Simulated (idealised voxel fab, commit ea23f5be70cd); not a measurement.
The following is a process module called voxel capacitor over wiring.
For reference, the cross-section in this document is cut, with width 215 nm and square cells of 5 nm.
Notation: cross-section as square-cell grid; stated in bands, top first, going down; one or more cell rows per band.
A band entry consists of two parts. The first gives the height of the band's top and the height of its bottom, in nm. The rest lists the band's materials from left to right, each with its width in nm. A single material labelled with the word "edge to edge" fills the band from edge to edge, and the word "blank" marks empty space.
Beneath 0, the wafer as received is one material, and that level is where height counting begins. The lowest band goes on downward without a bottom; it is written like "from 0 down".
Note: "30 to 40" means the width goes from the first number (top row of the band) to the second number (bottom row) in equal steps per row of cells.
"nothing changed" after a step means that no cell of the cross-section changed.
"Sealed cavities": sealed empty spaces, 8 cells or more, no open way to top, listed width x height at distance, with distance from the left edge and width, height and distance in nm.
Heads up: the bit after the settings on a step's line is the simulator's remark on that step.
overlay nm: for a step with a mask, the amount by which the mask lay right of where it was planned; a negative amount means left of it.
The following list gives the planned process steps
1 RECEIVE [material Si]
2 CONFORMAL_DEP [material SiO2] [thk nm 15]
3 DIRECTIONAL_DEP [material TiN] [thk nm 5]
4 DIRECTIONAL_DEP [material W] [thk nm 15]
5 DIRECTIONAL_DEP [material aC] [thk nm 15]
6 PATTERN [tone cover] [mask id METAL_1] [material resist] [width nm 20] [pitch nm 70] [thk nm 35] [overlay nm 0]
7 DIRECTIONAL_ETCH [etch materials aC] [depth nm 15]
8 STRIP [etch materials resist]
9 DIRECTIONAL_ETCH [etch materials W] [depth nm 15]
10 DIRECTIONAL_ETCH [etch materials TiN] [depth nm 5]
11 STRIP [etch materials aC]
12 CONFORMAL_DEP [material SiN] [thk nm 5]
13 FILL_DEP [material lowk] [thk nm 10]
14 CMP [height nm 35]
15 CONFORMAL_DEP [material SiCN] [thk nm 5]
16 DIRECTIONAL_DEP [material lowk] [thk nm 20]
17 MASKED_ETCH [tone open] [mask id PLUG_1] [width nm 15] [etch materials lowk] [depth nm 20] [overlay nm 0]
18 MASKED_ETCH [tone open] [mask id PLUG_1] [width nm 15] [etch materials SiCN] [depth nm 5] [overlay nm 0]
19 CONFORMAL_DEP [material TiN] [thk nm 5]
20 FILL_DEP [material Cu] [thk nm 10]
21 CMP [height nm 60]
22 DIRECTIONAL_DEP [material TiN] [thk nm 10]
23 DIRECTIONAL_DEP [material HfO2] [thk nm 5]
24 DIRECTIONAL_DEP [material TiN] [thk nm 10]
25 PATTERN [tone cover] [mask id UPPER_PLATE] [material resist] [width nm 55] [thk nm 15] [overlay nm 0]
26 DIRECTIONAL_ETCH [etch materials TiN] [depth nm 10]
27 DIRECTIONAL_ETCH [etch materials HfO2] [depth nm 5]
28 STRIP [etch materials resist]
29 PATTERN [tone cover] [mask id LOWER_PLATE] [material resist] [width nm 65] [thk nm 20] [overlay nm 0]
30 DIRECTIONAL_ETCH [etch materials TiN] [depth nm 10]
31 STRIP [etch materials resist]
32 FILL_DEP [material SiO2] [thk nm 20]
33 CMP [height nm 100]
34 MASKED_ETCH [tone open] [mask id PLUG_2] [width nm 15] [etch materials SiO2] [depth nm 15] [overlay nm 0]
35 CONFORMAL_DEP [material TiN] [thk nm 5]
36 FILL_DEP [material Cu] [thk nm 10]
37 CMP [height nm 100]
38 CONFORMAL_DEP [material SiN] [thk nm 5]
First wafer, as planned
As received, after step 1
	from 0 down  Si edge to edge
	Sealed cavities: none
Wafer xsec, post step 2
	from 15 to 0  SiO2 edge to edge
	Under the height 0 nothing was changed.
Wafer xsec, post step 3
	from 20 to 15  TiN edge to edge
	Under the height 15 nothing was changed.
Wafer xsec, post step 4
	from 35 to 20  W edge to edge
	Under the height 20 nothing was changed.
Wafer xsec, post step 5
	from 50 to 35  aC edge to edge
	Under the height 35 nothing was changed.
Wafer xsec, post step 6
	from 85 to 50  blank 60 / resist 20 / blank 50 / resist 20 / blank 65
	Under the height 50 nothing was changed.
Wafer xsec, post step 7
	from 70 to 50  blank 60 / resist 20 / blank 50 / resist 20 / blank 65
	from 50 to 35  blank 60 / aC 20 / blank 50 / aC 20 / blank 65
	Under the height 35 nothing was changed.
Wafer xsec, post step 8
	from 50 to 35  blank 60 / aC 20 / blank 50 / aC 20 / blank 65
	Under the height 35 nothing was changed.
Wafer xsec, post step 9
	from 50 to 35  blank 60 / aC 20 / blank 50 / aC 20 / blank 65
	from 35 to 20  blank 60 / W 20 / blank 50 / W 20 / blank 65
	Under the height 20 nothing was changed.
Wafer xsec, post step 10
	from 50 to 35  blank 60 / aC 20 / blank 50 / aC 20 / blank 65
	from 35 to 20  blank 60 / W 20 / blank 50 / W 20 / blank 65
	from 20 to 15  blank 60 / TiN 20 / blank 50 / TiN 20 / blank 65
	Under the height 15 nothing was changed.
Wafer xsec, post step 11
	from 35 to 20  blank 60 / W 20 / blank 50 / W 20 / blank 65
	Under the height 20 nothing was changed.
Wafer xsec, post step 12
	from 40 to 35  blank 55 / SiN 30 / blank 40 / SiN 30 / blank 60
	from 35 to 20  blank 55 / SiN 5 / W 20 / SiN 5 / blank 40 / SiN 5 / W 20 / SiN 5 / blank 60
	from 20 to 15  SiN 60 / TiN 20 / SiN 50 / TiN 20 / SiN 65
	Under the height 15 nothing was changed.
Wafer xsec, post step 13
	from 50 to 40  lowk edge to edge
	from 40 to 35  lowk 55 / SiN 30 / lowk 40 / SiN 30 / lowk 60
	from 35 to 20  lowk 55 / SiN 5 / W 20 / SiN 5 / lowk 40 / SiN 5 / W 20 / SiN 5 / lowk 60
	Under the height 20 nothing was changed.
Wafer xsec, post step 14
	from 35 to 20  lowk 55 / SiN 5 / W 20 / SiN 5 / lowk 40 / SiN 5 / W 20 / SiN 5 / lowk 60
	Under the height 20 nothing was changed.
Wafer xsec, post step 15
	from 40 to 35  SiCN edge to edge
	Under the height 35 nothing was changed.
Wafer xsec, post step 16
	from 60 to 40  lowk edge to edge
	Under the height 40 nothing was changed.
Wafer xsec, post step 17
	from 60 to 40  lowk 65 / blank 15 / lowk 135
	Under the height 40 nothing was changed.
Wafer xsec, post step 18
	from 60 to 40  lowk 65 / blank 15 / lowk 135
	from 40 to 35  SiCN 65 / blank 15 / SiCN 135
	Under the height 35 nothing was changed.
Wafer xsec, post step 19
	from 65 to 60  TiN 70 / blank 5 / TiN 140
	from 60 to 40  lowk 65 / TiN 5 / blank 5 / TiN 5 / lowk 135
	from 40 to 35  SiCN 65 / TiN 15 / SiCN 135
	Under the height 35 nothing was changed.
Wafer xsec, post step 20
	from 75 to 65  Cu edge to edge
	from 65 to 60  TiN 70 / Cu 5 / TiN 140
	from 60 to 40  lowk 65 / TiN 5 / Cu 5 / TiN 5 / lowk 135
	Under the height 40 nothing was changed.
Wafer xsec, post step 21
	from 60 to 40  lowk 65 / TiN 5 / Cu 5 / TiN 5 / lowk 135
	Under the height 40 nothing was changed.
Wafer xsec, post step 22
	from 70 to 60  TiN edge to edge
	Under the height 60 nothing was changed.
Wafer xsec, post step 23
	from 75 to 70  HfO2 edge to edge
	Under the height 70 nothing was changed.
Wafer xsec, post step 24
	from 85 to 75  TiN edge to edge
	Under the height 75 nothing was changed.
Wafer xsec, post step 25
	from 100 to 85  blank 65 / resist 55 / blank 95
	Under the height 85 nothing was changed.
Wafer xsec, post step 26
	from 100 to 85  blank 65 / resist 55 / blank 95
	from 85 to 75  blank 65 / TiN 55 / blank 95
	Under the height 75 nothing was changed.
Wafer xsec, post step 27
	from 100 to 85  blank 65 / resist 55 / blank 95
	from 85 to 75  blank 65 / TiN 55 / blank 95
	from 75 to 70  blank 65 / HfO2 55 / blank 95
	Under the height 70 nothing was changed.
Wafer xsec, post step 28
	from 85 to 75  blank 65 / TiN 55 / blank 95
	Under the height 75 nothing was changed.
Wafer xsec, post step 29
	from 105 to 85  blank 60 / resist 65 / blank 90
	from 85 to 75  blank 60 / resist 5 / TiN 55 / resist 5 / blank 90
	from 75 to 70  blank 60 / resist 5 / HfO2 55 / resist 5 / blank 90
	Under the height 70 nothing was changed.
Wafer xsec, post step 30
	from 105 to 85  blank 60 / resist 65 / blank 90
	from 85 to 75  blank 60 / resist 5 / TiN 55 / resist 5 / blank 90
	from 75 to 70  blank 60 / resist 5 / HfO2 55 / resist 5 / blank 90
	from 70 to 60  blank 60 / TiN 65 / blank 90
	Under the height 60 nothing was changed.
Wafer xsec, post step 31
	from 85 to 75  blank 65 / TiN 55 / blank 95
	from 75 to 70  blank 65 / HfO2 55 / blank 95
	Under the height 70 nothing was changed.
Wafer xsec, post step 32
	from 105 to 85  SiO2 edge to edge
	from 85 to 75  SiO2 65 / TiN 55 / SiO2 95
	from 75 to 70  SiO2 65 / HfO2 55 / SiO2 95
	from 70 to 60  SiO2 60 / TiN 65 / SiO2 90
	Under the height 60 nothing was changed.
Wafer xsec, post step 33
	from 100 to 85  SiO2 edge to edge
	Under the height 85 nothing was changed.
Wafer xsec, post step 34
	from 100 to 85  SiO2 75 / blank 15 / SiO2 125
	Under the height 85 nothing was changed.
Wafer xsec, post step 35
	from 105 to 100  TiN 80 / blank 5 / TiN 130
	from 100 to 90  SiO2 75 / TiN 5 / blank 5 / TiN 5 / SiO2 125
	from 90 to 85  SiO2 75 / TiN 15 / SiO2 125
	Under the height 85 nothing was changed.
Wafer xsec, post step 36
	from 115 to 105  Cu edge to edge
	from 105 to 100  TiN 80 / Cu 5 / TiN 130
	from 100 to 90  SiO2 75 / TiN 5 / Cu 5 / TiN 5 / SiO2 125
	Under the height 90 nothing was changed.
Wafer xsec, post step 37
	from 100 to 90  SiO2 75 / TiN 5 / Cu 5 / TiN 5 / SiO2 125
	Under the height 90 nothing was changed.
Wafer xsec, post step 38
	from 105 to 100  SiN edge to edge
	Under the height 100 nothing was changed.
Notes, second wafer: start = first wafer's, plan = first wafer's, execution had one mistake; history identical to first through step 14
When step 15 should have ended
	from 55 to 35  lowk edge to edge
	Under the height 35 nothing was changed.
When step 16 should have ended
	from 60 to 55  SiCN edge to edge
	Under the height 55 nothing was changed.
when step 17 should have ended: nothing changed
When step 18 should have ended
	from 60 to 55  SiCN 65 / blank 15 / SiCN 135
	Under the height 55 nothing was changed.
When step 19 should have ended
	from 65 to 60  TiN 70 / blank 5 / TiN 140
	from 60 to 55  SiCN 65 / TiN 15 / SiCN 135
	Under the height 55 nothing was changed.
When step 20 should have ended
	from 75 to 65  Cu edge to edge
	from 65 to 60  TiN 70 / Cu 5 / TiN 140
	Under the height 60 nothing was changed.
When step 21 should have ended
	from 60 to 55  SiCN 65 / TiN 15 / SiCN 135
	Under the height 55 nothing was changed.
When step 22 should have ended
	from 70 to 60  TiN edge to edge
	Under the height 60 nothing was changed.
When step 23 should have ended
	from 75 to 70  HfO2 edge to edge
	Under the height 70 nothing was changed.
When step 24 should have ended
	from 85 to 75  TiN edge to edge
	Under the height 75 nothing was changed.
When step 25 should have ended
	from 100 to 85  blank 65 / resist 55 / blank 95
	Under the height 85 nothing was changed.
When step 26 should have ended
	from 100 to 85  blank 65 / resist 55 / blank 95
	from 85 to 75  blank 65 / TiN 55 / blank 95
	Under the height 75 nothing was changed.
When step 27 should have ended
	from 100 to 85  blank 65 / resist 55 / blank 95
	from 85 to 75  blank 65 / TiN 55 / blank 95
	from 75 to 70  blank 65 / HfO2 55 / blank 95
	Under the height 70 nothing was changed.
When step 28 should have ended
	from 85 to 75  blank 65 / TiN 55 / blank 95
	Under the height 75 nothing was changed.
When step 29 should have ended
	from 105 to 85  blank 60 / resist 65 / blank 90
	from 85 to 75  blank 60 / resist 5 / TiN 55 / resist 5 / blank 90
	from 75 to 70  blank 60 / resist 5 / HfO2 55 / resist 5 / blank 90
	Under the height 70 nothing was changed.
When step 30 should have ended
	from 105 to 85  blank 60 / resist 65 / blank 90
	from 85 to 75  blank 60 / resist 5 / TiN 55 / resist 5 / blank 90
	from 75 to 70  blank 60 / resist 5 / HfO2 55 / resist 5 / blank 90
	from 70 to 60  blank 60 / TiN 65 / blank 90
	Under the height 60 nothing was changed.
When step 31 should have ended
	from 85 to 75  blank 65 / TiN 55 / blank 95
	from 75 to 70  blank 65 / HfO2 55 / blank 95
	Under the height 70 nothing was changed.
When step 32 should have ended
	from 105 to 85  SiO2 edge to edge
	from 85 to 75  SiO2 65 / TiN 55 / SiO2 95
	from 75 to 70  SiO2 65 / HfO2 55 / SiO2 95
	from 70 to 60  SiO2 60 / TiN 65 / SiO2 90
	Under the height 60 nothing was changed.
When step 33 should have ended
	from 100 to 85  SiO2 edge to edge
	Under the height 85 nothing was changed.
When step 34 should have ended
	from 100 to 85  SiO2 75 / blank 15 / SiO2 125
	Under the height 85 nothing was changed.
When step 35 should have ended
	from 105 to 100  TiN 80 / blank 5 / TiN 130
	from 100 to 90  SiO2 75 / TiN 5 / blank 5 / TiN 5 / SiO2 125
	from 90 to 85  SiO2 75 / TiN 15 / SiO2 125
	Under the height 85 nothing was changed.
When step 36 should have ended
	from 115 to 105  Cu edge to edge
	from 105 to 100  TiN 80 / Cu 5 / TiN 130
	from 100 to 90  SiO2 75 / TiN 5 / Cu 5 / TiN 5 / SiO2 125
	Under the height 90 nothing was changed.
When step 37 should have ended
	from 100 to 90  SiO2 75 / TiN 5 / Cu 5 / TiN 5 / SiO2 125
	Under the height 90 nothing was changed.
When step 38 should have ended
	from 105 to 100  SiN edge to edge
	Under the height 100 nothing was changed.
Finding, execution versus plan: step 16 occupied the plan position of step 15, and the converse holds as well
The second wafer ends with more or fewer cells of some materials than the first, per final count: -4 Cu | -8 TiN | +12 lowk
